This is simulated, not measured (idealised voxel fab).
voxel ribs on slabs: a process module
Cross-section cut: width 235 nm, square cells of 5 nm.
Heads up, the way a cross-section reads in here is a grid of square cells, handed over as bands from the top down, with every band being one or more rows of cells. This entry defines a band. It first specifies the height of the band's top and the height of its bottom in nm, and then specifies the band's materials from left to right, stating each material with its width in nm. The word "throughout" identifies a single material that fills the band from edge to edge, while the word "empty" identifies empty space. Where do heights start? At 0: under that level the wafer as delivered is made of one material only. And the lowest band has no floor; it just carries on downward, as in "0 down". A two-number width, for instance "30->40", indicates that the width is equal to the first number in the top row of the band and to the second number in the bottom row, and that it changes by a constant amount per row of cells. Take "remains unaltered" at face value: in the step it is given for, the cross-section changed in none of its cells. The label "Sealed internal cavities" introduces a list of the empty spaces, 8 cells or larger, that have no open way up to the top; each entry in it reads width x height at distance, where the distance is taken from the left edge and all three are stated in nm. Step line, after settings: the simulator's comment on this step. Each step line may optionally specify "overlay nm", which for a step with a mask gives the rightward distance between the mask's planned place and where it lay, a negative value indicating the leftward direction.
Steps planned for the process
1,RECEIVE with material Si
2,DIRECTIONAL_DEP with material SiO2, thk nm 25
3,DIRECTIONAL_DEP with material polySi, thk nm 20
4,DIRECTIONAL_DEP with material aC, thk nm 10
5,PATTERN with tone cover, mask id RIB, material resist, width nm 30, thk nm 25, overlay nm 0
6,DIRECTIONAL_ETCH with etch materials aC, depth nm 10
7,STRIP with etch materials resist
8,DIRECTIONAL_ETCH with etch materials polySi, depth nm 10
9,STRIP with etch materials aC
10,MASKED_ETCH with tone cover, mask id SLAB, width nm 80, etch materials polySi, depth nm 10, overlay nm 0
11,FILL_DEP with material SiO2, thk nm 25
12,CMP with height nm 60
13,DIRECTIONAL_DEP with material TiN, thk nm 5
14,PATTERN with tone cover, mask id HEATER, material resist, width nm 40, thk nm 15, overlay nm 0
15,DIRECTIONAL_ETCH with etch materials TiN, depth nm 5
16,STRIP with etch materials resist
17,CONFORMAL_DEP with material SiO2, thk nm 5
Received-state cross-section, reflecting completion of step 1
    0 down: Si throughout
    Sealed internal cavities: none
This is how the wafer looks in cross-section once the module is done, given the starting state and plan above and one mistake in carrying the plan out
    70 to 65: empty (90)  SiO2 (50)  empty (95)
    65 to 60: SiO2 (95)  TiN (40)  SiO2 (100)
    60 to 45: SiO2 throughout
    45 to 35: SiO2 (100)  polySi (30)  SiO2 (105)
    35 to 25: SiO2 (65)  polySi (80)  SiO2 (90)
    25 to 0: SiO2 throughout
    0 down: Si throughout
    Sealed internal cavities: none
What broke from the plan during processing? note that step 10 departed from the planned setting and was carried out as MASKED_ETCH with tone cover, mask id SLAB, width nm 80, etch materials polySi, depth nm 10, overlay nm -10
